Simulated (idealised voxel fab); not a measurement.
This is a process module. Its name is voxel self aligned contacts.
Xsec cut, 160 nm wide, square cell size 5 nm.
How to read a cross-section here: the picture is a grid of square cells, written as bands going from the top down, and any band can span one or more rows of cells. For a band, the entry starts with two heights in nm, that of the top and then that of the bottom, and carries on with the band's materials in order from left to right, each alongside its width in nm; the word "edge to edge" beside a single material means it fills the band edge to edge, and "air" means empty space. Counting heights begins at 0, where everything beneath is, in the wafer as received, one material. The lowest band has no bottom; it goes on downwards, as "0 down" shows. The two numbers in a width such as "30 to 40" mark its ends across the band: the first belongs to the top row of cells, the second to the bottom row, and from each row to the next the width moves by the same amount. The designation "nothing got changed", where it is given for a processing step, indicates that no cell of the cross-section was altered in the course of that step. Basically, "Closed void table" tells you about the enclosed voids: empty spaces with no open way to the top, 8 cells or bigger, each written width x height at distance, where distance is from the left edge, all in nm. Where a step's line continues beyond its settings, the continuation is a remark by the simulator itself on that step. A step's line can hold "overlay nm"; with a mask on that step, the setting says how far right of the planned place the mask lay, while a negative setting says it lay to the left.

## Intended process steps
- 1: op RECEIVE | material Si
- 2: op CONFORMAL_DEP | material SiO2 | thk nm 5
- 3: op DIRECTIONAL_DEP | material polySi | thk nm 20
- 4: op DIRECTIONAL_DEP | material SiN | thk nm 20
- 5: op MASKED_ETCH | tone cover | mask id GATE | width nm 30 | pitch nm 75 | etch materials SiN | depth nm 20 | overlay nm 0
- 6: op MASKED_ETCH | tone cover | mask id GATE | width nm 30 | pitch nm 75 | etch materials polySi | depth nm 20 | overlay nm 0
- 7: op CONFORMAL_DEP | material SiN | thk nm 10
- 8: op DIRECTIONAL_ETCH | etch materials SiN | depth nm 10
- 9: op FILL_DEP | material SiO2 | thk nm 15
- 10: op CMP | height nm 50
- 11: op PATTERN | tone open | mask id CONTACT | material resist | width nm 55 | thk nm 20 | overlay nm 0
- 12: op DIRECTIONAL_ETCH | etch materials SiO2 | depth nm 50
- 13: op STRIP | etch materials resist
- 14: op CONFORMAL_DEP | material TiN | thk nm 5
- 15: op FILL_DEP | material W | thk nm 10
- 16: op CMP | height nm 50
- 17: op CONFORMAL_DEP | material SiN | thk nm 5

## First of two wafers, with the run carried out as planned

## As-received wafer cross-section (after step 1)
  0 down = Si edge to edge
  Closed void table: none

## after step 2
  5 to 0 = SiO2 edge to edge
  Below 0 it's all the same as before, nothing changed down there.

## after step 3
  25 to 5 = polySi edge to edge
  Below 5 it's all the same as before, nothing changed down there.

## after step 4
  45 to 25 = SiN edge to edge
  Below 25 it's all the same as before, nothing changed down there.

## after step 5
  45 to 25 = air=25 / SiN=30 / air=45 / SiN=30 / air=30
  Below 25 it's all the same as before, nothing changed down there.

## after step 6
  45 to 25 = air=25 / SiN=30 / air=45 / SiN=30 / air=30
  25 to 5 = air=25 / polySi=30 / air=45 / polySi=30 / air=30
  Below 5 it's all the same as before, nothing changed down there.

## after step 7
  55 to 25 = air=15 / SiN=50 / air=25 / SiN=50 / air=20
  25 to 15 = air=15 / SiN=10 / polySi=30 / SiN=10 / air=25 / SiN=10 / polySi=30 / SiN=10 / air=20
  15 to 5 = SiN=25 / polySi=30 / SiN=45 / polySi=30 / SiN=30
  Below 5 it's all the same as before, nothing changed down there.

## after step 8
  45 to 25 = air=15 / SiN=50 / air=25 / SiN=50 / air=20
  25 to 5 = air=15 / SiN=10 / polySi=30 / SiN=10 / air=25 / SiN=10 / polySi=30 / SiN=10 / air=20
  Below 5 it's all the same as before, nothing changed down there.

## after step 9
  60 to 45 = SiO2 edge to edge
  45 to 25 = SiO2=15 / SiN=50 / SiO2=25 / SiN=50 / SiO2=20
  25 to 5 = SiO2=15 / SiN=10 / polySi=30 / SiN=10 / SiO2=25 / SiN=10 / polySi=30 / SiN=10 / SiO2=20
  Below 5 it's all the same as before, nothing changed down there.

## after step 10
  50 to 45 = SiO2 edge to edge
  Below 45 it's all the same as before, nothing changed down there.

## after step 11
  70 to 50 = resist=50 / air=55 / resist=55
  Below 50 it's all the same as before, nothing changed down there.

## after step 12
  70 to 50 = resist=50 / air=55 / resist=55
  50 to 45 = SiO2=50 / air=55 / SiO2=55
  45 to 25 = SiO2=15 / SiN=50 / air=25 / SiN=50 / SiO2=20
  25 to 5 = SiO2=15 / SiN=10 / polySi=30 / SiN=10 / air=25 / SiN=10 / polySi=30 / SiN=10 / SiO2=20
  5 to 0 = SiO2=65 / air=25 / SiO2=70
  Below 0 it's all the same as before, nothing changed down there.

## after step 13
  50 to 45 = SiO2=50 / air=55 / SiO2=55
  Below 45 it's all the same as before, nothing changed down there.

## after step 14
  55 to 50 = TiN=55 / air=45 / TiN=60
  50 to 45 = SiO2=50 / TiN=20 / air=15 / TiN=20 / SiO2=55
  45 to 25 = SiO2=15 / SiN=50 / TiN=5 / air=15 / TiN=5 / SiN=50 / SiO2=20
  25 to 5 = SiO2=15 / SiN=10 / polySi=30 / SiN=10 / TiN=5 / air=15 / TiN=5 / SiN=10 / polySi=30 / SiN=10 / SiO2=20
  5 to 0 = SiO2=65 / TiN=25 / SiO2=70
  Below 0 it's all the same as before, nothing changed down there.

## after step 15
  65 to 55 = W edge to edge
  55 to 50 = TiN=55 / W=45 / TiN=60
  50 to 45 = SiO2=50 / TiN=20 / W=15 / TiN=20 / SiO2=55
  45 to 25 = SiO2=15 / SiN=50 / TiN=5 / W=15 / TiN=5 / SiN=50 / SiO2=20
  25 to 5 = SiO2=15 / SiN=10 / polySi=30 / SiN=10 / TiN=5 / W=15 / TiN=5 / SiN=10 / polySi=30 / SiN=10 / SiO2=20
  Below 5 it's all the same as before, nothing changed down there.

## after step 16
  50 to 45 = SiO2=50 / TiN=20 / W=15 / TiN=20 / SiO2=55
  Below 45 it's all the same as before, nothing changed down there.

## after step 17
  55 to 50 = SiN edge to edge
  Below 50 it's all the same as before, nothing changed down there.

## It is to be noted that the second wafer proceeded from the same initial state and according to the same plan as the first, although one mistake was committed in its execution; through step 2, inclusive, the two wafers share an identical history

## Second wafer cross-section, taken as of the time the plan sets for step 3 to be done
  45 to 5 = polySi edge to edge
  Below 5 it's all the same as before, nothing changed down there.

## Second wafer cross-section, taken as of the time the plan sets for step 4 to be done
  65 to 45 = SiN edge to edge
  Below 45 it's all the same as before, nothing changed down there.

## Second wafer cross-section, taken as of the time the plan sets for step 5 to be done
  65 to 45 = air=25 / SiN=30 / air=45 / SiN=30 / air=30
  Below 45 it's all the same as before, nothing changed down there.

## Second wafer cross-section, taken as of the time the plan sets for step 6 to be done
  65 to 45 = air=25 / SiN=30 / air=45 / SiN=30 / air=30
  45 to 25 = air=25 / polySi=30 / air=45 / polySi=30 / air=30
  Below 25 it's all the same as before, nothing changed down there.

## Second wafer cross-section, taken as of the time the plan sets for step 7 to be done
  75 to 45 = air=15 / SiN=50 / air=25 / SiN=50 / air=20
  45 to 35 = air=15 / SiN=10 / polySi=30 / SiN=10 / air=25 / SiN=10 / polySi=30 / SiN=10 / air=20
  35 to 25 = SiN=25 / polySi=30 / SiN=45 / polySi=30 / SiN=30
  Below 25 it's all the same as before, nothing changed down there.

## Second wafer cross-section, taken as of the time the plan sets for step 8 to be done
  65 to 45 = air=15 / SiN=50 / air=25 / SiN=50 / air=20
  45 to 25 = air=15 / SiN=10 / polySi=30 / SiN=10 / air=25 / SiN=10 / polySi=30 / SiN=10 / air=20
  Below 25 it's all the same as before, nothing changed down there.

## Second wafer cross-section, taken as of the time the plan sets for step 9 to be done
  80 to 65 = SiO2 edge to edge
  65 to 45 = SiO2=15 / SiN=50 / SiO2=25 / SiN=50 / SiO2=20
  45 to 25 = SiO2=15 / SiN=10 / polySi=30 / SiN=10 / SiO2=25 / SiN=10 / polySi=30 / SiN=10 / SiO2=20
  Below 25 it's all the same as before, nothing changed down there.

## Second wafer cross-section, taken as of the time the plan sets for step 10 to be done
  50 to 45 = SiO2=15 / SiN=50 / SiO2=25 / SiN=50 / SiO2=20
  Below 45 it's all the same as before, nothing changed down there.

## Second wafer cross-section, taken as of the time the plan sets for step 11 to be done
  70 to 50 = resist=50 / air=55 / resist=55
  Below 50 it's all the same as before, nothing changed down there.

## Second wafer cross-section, taken as of the time the plan sets for step 12 to be done
  70 to 50 = resist=50 / air=55 / resist=55
  50 to 45 = SiO2=15 / SiN=50 / air=25 / SiN=50 / SiO2=20
  45 to 25 = SiO2=15 / SiN=10 / polySi=30 / SiN=10 / air=25 / SiN=10 / polySi=30 / SiN=10 / SiO2=20
  Below 25 it's all the same as before, nothing changed down there.

## Second wafer cross-section, taken as of the time the plan sets for step 13 to be done
  50 to 45 = SiO2=15 / SiN=50 / air=25 / SiN=50 / SiO2=20
  Below 45 it's all the same as before, nothing changed down there.

## Second wafer cross-section, taken as of the time the plan sets for step 14 to be done
  55 to 50 = TiN=70 / air=15 / TiN=75
  50 to 45 = SiO2=15 / SiN=50 / TiN=5 / air=15 / TiN=5 / SiN=50 / SiO2=20
  45 to 30 = SiO2=15 / SiN=10 / polySi=30 / SiN=10 / TiN=5 / air=15 / TiN=5 / SiN=10 / polySi=30 / SiN=10 / SiO2=20
  30 to 25 = SiO2=15 / SiN=10 / polySi=30 / SiN=10 / TiN=25 / SiN=10 / polySi=30 / SiN=10 / SiO2=20
  Below 25 it's all the same as before, nothing changed down there.

## Second wafer cross-section, taken as of the time the plan sets for step 15 to be done
  65 to 55 = W edge to edge
  55 to 50 = TiN=70 / W=15 / TiN=75
  50 to 45 = SiO2=15 / SiN=50 / TiN=5 / W=15 / TiN=5 / SiN=50 / SiO2=20
  45 to 30 = SiO2=15 / SiN=10 / polySi=30 / SiN=10 / TiN=5 / W=15 / TiN=5 / SiN=10 / polySi=30 / SiN=10 / SiO2=20
  Below 30 it's all the same as before, nothing changed down there.

## Second wafer cross-section, taken as of the time the plan sets for step 16 to be done
  50 to 45 = SiO2=15 / SiN=50 / TiN=5 / W=15 / TiN=5 / SiN=50 / SiO2=20
  Below 45 it's all the same as before, nothing changed down there.

## Second wafer cross-section, taken as of the time the plan sets for step 17 to be done
  55 to 50 = SiN edge to edge
  Below 50 it's all the same as before, nothing changed down there.
In executing the process, a mistake was made relative to the plan: step 3 of the plan was performed twice
Final cells, second wafer relative to first, materials higher or lower: 60 fewer of SiN | 37 fewer of SiO2 | 16 fewer of TiN | 15 fewer of W | 128 more of polySi
